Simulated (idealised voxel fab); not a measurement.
Documented hereafter: the process module known as voxel transistor to metal.
FYI the section here is cut, 145 nm wide, cells are 5 nm squares.
Heads up, the way a cross-section reads in here is a grid of square cells, handed over as bands from the top down, with every band being one or more rows of cells.
Band: top height; bottom height; in nm. Then, left to right: material with width in nm, for each material. "full width": a single material spanning edge to edge. "empty": empty space.
Heights are measured from 0, the level below which the as-received wafer is all one material; the lowest band has no bottom and continues downward, written as in "0 nm and below".
The expression "30 to 40" gives the width at the extremes of the band, the first number at its top row of cells and the second at its bottom row, with the width changing by equal amounts from each row to the next in between.
"nothing got changed" after a step means that no cell of the cross-section changed.
"Unvented cavities" enumerates empty spaces isolated from the top, with no open way to it, that contain at least 8 cells, giving each as width x height at distance from the left edge, all three in nm.
Formally, on a step line, whatever follows the settings is a remark that the simulator itself makes on the step.
A step line may carry the setting "overlay nm", which, for steps involving a mask, states the distance by which the mask lay to the right of its intended position; negative values denote displacement to the left.
[These are the steps we planned for the process]
1) RECEIVE (material Si)
2) CONFORMAL_DEP (material SiO2; thk nm 5)
3) CONFORMAL_DEP (material SiN; thk nm 10)
4) MASKED_ETCH (tone cover; mask id ACTIVE; width nm 95; etch materials SiN; depth nm 10; overlay nm 0)
5) MASKED_ETCH (tone cover; mask id ACTIVE; width nm 95; etch materials SiO2; depth nm 5; overlay nm 0)
6) MASKED_ETCH (tone cover; mask id ACTIVE; width nm 95; etch materials Si; depth nm 35; overlay nm 0)
7) OXIDIZE (depth nm 5)
8) FILL_DEP (material SiO2; thk nm 15)
9) CMP (height nm 15)
10) SELECTIVE_ETCH (etch materials SiO2; depth nm 10)
11) STRIP (etch materials SiN)
12) SELECTIVE_ETCH (etch materials SiO2; depth nm 5)
13) OXIDIZE (depth nm 5)
14) DIRECTIONAL_DEP (material polySi; thk nm 30)
15) DIRECTIONAL_DEP (material SiCN; thk nm 10)
16) MASKED_ETCH (tone cover; mask id GATE; width nm 25; etch materials SiCN; depth nm 20; overlay nm 0)
17) MASKED_ETCH (tone cover; mask id GATE; width nm 25; etch materials polySi; depth nm 40; overlay nm 0)
18) CONFORMAL_DEP (material SiN; thk nm 5)
19) DIRECTIONAL_ETCH (etch materials SiN; depth nm 5)
20) DIRECTIONAL_ETCH (etch materials SiO2; depth nm 5)
21) EPI (material SiGe; thk nm 5)
22) FILL_DEP (material SiO2; thk nm 5)
23) CMP (height nm 40)
24) DIRECTIONAL_DEP (material SiO2; thk nm 10)
25) PATTERN (tone open; mask id CONTACT; material resist; width nm 15; pitch nm 70; thk nm 20; overlay nm 0)
26) DIRECTIONAL_ETCH (etch materials SiO2; depth nm 50)
27) STRIP (etch materials resist)
28) CONFORMAL_DEP (material TiN; thk nm 5)
29) FILL_DEP (material W; thk nm 10)
30) CMP (height nm 50)
31) CONFORMAL_DEP (material SiCN; thk nm 5)
32) DIRECTIONAL_DEP (material lowk; thk nm 25)
33) DIRECTIONAL_DEP (material aC; thk nm 15)
34) PATTERN (tone open; mask id METAL_1; material resist; width nm 15; pitch nm 70; thk nm 30; overlay nm 0)
35) DIRECTIONAL_ETCH (etch materials aC; depth nm 15)
36) STRIP (etch materials resist)
37) DIRECTIONAL_ETCH (etch materials lowk; depth nm 25)
38) DIRECTIONAL_ETCH (etch materials SiCN; depth nm 5)
39) STRIP (etch materials aC)
40) CONFORMAL_DEP (material TiN; thk nm 5)
41) FILL_DEP (material Ru; thk nm 10)
42) CMP (height nm 80)
43) CONFORMAL_DEP (material SiCN; thk nm 5)
44) DIRECTIONAL_DEP (material lowk; thk nm 35)
45) PATTERN (tone open; mask id METAL_2; material resist; width nm 15; pitch nm 70; thk nm 15; overlay nm 0)
46) DIRECTIONAL_ETCH (etch materials lowk; depth nm 20)
47) STRIP (etch materials resist)
48) MASKED_ETCH (tone open; mask id METAL_2_HOLES; width nm 15; pitch nm 70; etch materials lowk; depth nm 15; overlay nm 0)
49) MASKED_ETCH (tone open; mask id METAL_2_HOLES; width nm 15; pitch nm 70; etch materials SiCN; depth nm 5; overlay nm 0)
50) CONFORMAL_DEP (material TiN; thk nm 5)
51) FILL_DEP (material Ru; thk nm 10)
52) CMP (height nm 120)
53) CONFORMAL_DEP (material SiN; thk nm 5)
[Cross-section: wafer on arrival = after step 1]
0 nm and below = Si full width
Unvented cavities: none
[First wafer of two, sectioned at end of module; run went per plan]
125 nm to 120 nm = SiN full width
120 nm to 85 nm = 30 nm lowk / 5 nm TiN / 5 nm Ru / 5 nm TiN / 55 nm lowk / 5 nm TiN / 5 nm Ru / 5 nm TiN / 30 nm lowk
85 nm to 80 nm = 30 nm SiCN / 15 nm TiN / 55 nm SiCN / 15 nm TiN / 30 nm SiCN
80 nm to 55 nm = 30 nm lowk / 5 nm TiN / 5 nm Ru / 5 nm TiN / 55 nm lowk / 5 nm TiN / 5 nm Ru / 5 nm TiN / 30 nm lowk
55 nm to 50 nm = 30 nm SiCN / 15 nm TiN / 55 nm SiCN / 15 nm TiN / 30 nm SiCN
50 nm to 40 nm = 30 nm SiO2 / 5 nm TiN / 5 nm W / 5 nm TiN / 55 nm SiO2 / 5 nm TiN / 5 nm W / 5 nm TiN / 30 nm SiO2
40 nm to 30 nm = 30 nm SiO2 / 5 nm TiN / 5 nm W / 5 nm TiN / 10 nm SiO2 / 5 nm SiN / 25 nm SiCN / 5 nm SiN / 10 nm SiO2 / 5 nm TiN / 5 nm W / 5 nm TiN / 30 nm SiO2
30 nm to 5 nm = 30 nm SiO2 / 5 nm TiN / 5 nm W / 5 nm TiN / 10 nm SiO2 / 5 nm SiN / 25 nm polySi / 5 nm SiN / 10 nm SiO2 / 5 nm TiN / 5 nm W / 5 nm TiN / 30 nm SiO2
5 nm to 0 nm = 30 nm SiO2 / 15 nm TiN / 10 nm SiO2 / 5 nm SiN / 25 nm polySi / 5 nm SiN / 10 nm SiO2 / 15 nm TiN / 30 nm SiO2
0 nm to -5 nm = 25 nm SiO2 / 30 nm SiGe / 35 nm SiO2 / 30 nm SiGe / 25 nm SiO2
-5 nm to -40 nm = 30 nm SiO2 / 85 nm Si / 30 nm SiO2
-40 nm and below = Si full width
Unvented cavities: none
[Cross-sectional view of the second of two wafers upon completion of the module. This wafer shared its starting condition and process plan with the first; one error was made during its execution]
125 nm to 120 nm = SiN full width
120 nm to 85 nm = 30 nm lowk / 5 nm TiN / 5 nm Ru / 5 nm TiN / 55 nm lowk / 5 nm TiN / 5 nm Ru / 5 nm TiN / 30 nm lowk
85 nm to 80 nm = 30 nm SiCN / 15 nm TiN / 55 nm SiCN / 15 nm TiN / 30 nm SiCN
80 nm to 55 nm = 30 nm lowk / 5 nm TiN / 5 nm Ru / 5 nm TiN / 55 nm lowk / 5 nm TiN / 5 nm Ru / 5 nm TiN / 30 nm lowk
55 nm to 50 nm = 30 nm SiCN / 15 nm TiN / 55 nm SiCN / 15 nm TiN / 30 nm SiCN
50 nm to 40 nm = 25 nm SiO2 / 5 nm TiN / 5 nm W / 5 nm TiN / 55 nm SiO2 / 5 nm TiN / 5 nm W / 5 nm TiN / 35 nm SiO2
40 nm to 30 nm = 25 nm SiO2 / 5 nm TiN / 5 nm W / 5 nm TiN / 15 nm SiO2 / 5 nm SiN / 25 nm SiCN / 5 nm SiN / 5 nm SiO2 / 5 nm TiN / 5 nm W / 5 nm TiN / 35 nm SiO2
30 nm to 5 nm = 25 nm SiO2 / 5 nm TiN / 5 nm W / 5 nm TiN / 15 nm SiO2 / 5 nm SiN / 25 nm polySi / 5 nm SiN / 5 nm SiO2 / 5 nm TiN / 5 nm W / 5 nm TiN / 35 nm SiO2
5 nm to 0 nm = 25 nm SiO2 / 15 nm TiN / 15 nm SiO2 / 5 nm SiN / 25 nm polySi / 5 nm SiN / 5 nm SiO2 / 15 nm TiN / 35 nm SiO2
0 nm to -5 nm = 25 nm SiO2 / 30 nm SiGe / 35 nm SiO2 / 30 nm SiGe / 25 nm SiO2
-5 nm to -40 nm = 30 nm SiO2 / 85 nm Si / 30 nm SiO2
-40 nm and below = Si full width
Unvented cavities: none
Heads up, the wafer didn't run the way we planned it: not per plan at step 25, really ran PATTERN (tone open; mask id CONTACT; material resist; width nm 15; pitch nm 70; thk nm 20; overlay nm -5)
So at the finish, the second wafer's got exactly as many cells of each material as the first, just not in the same spots.
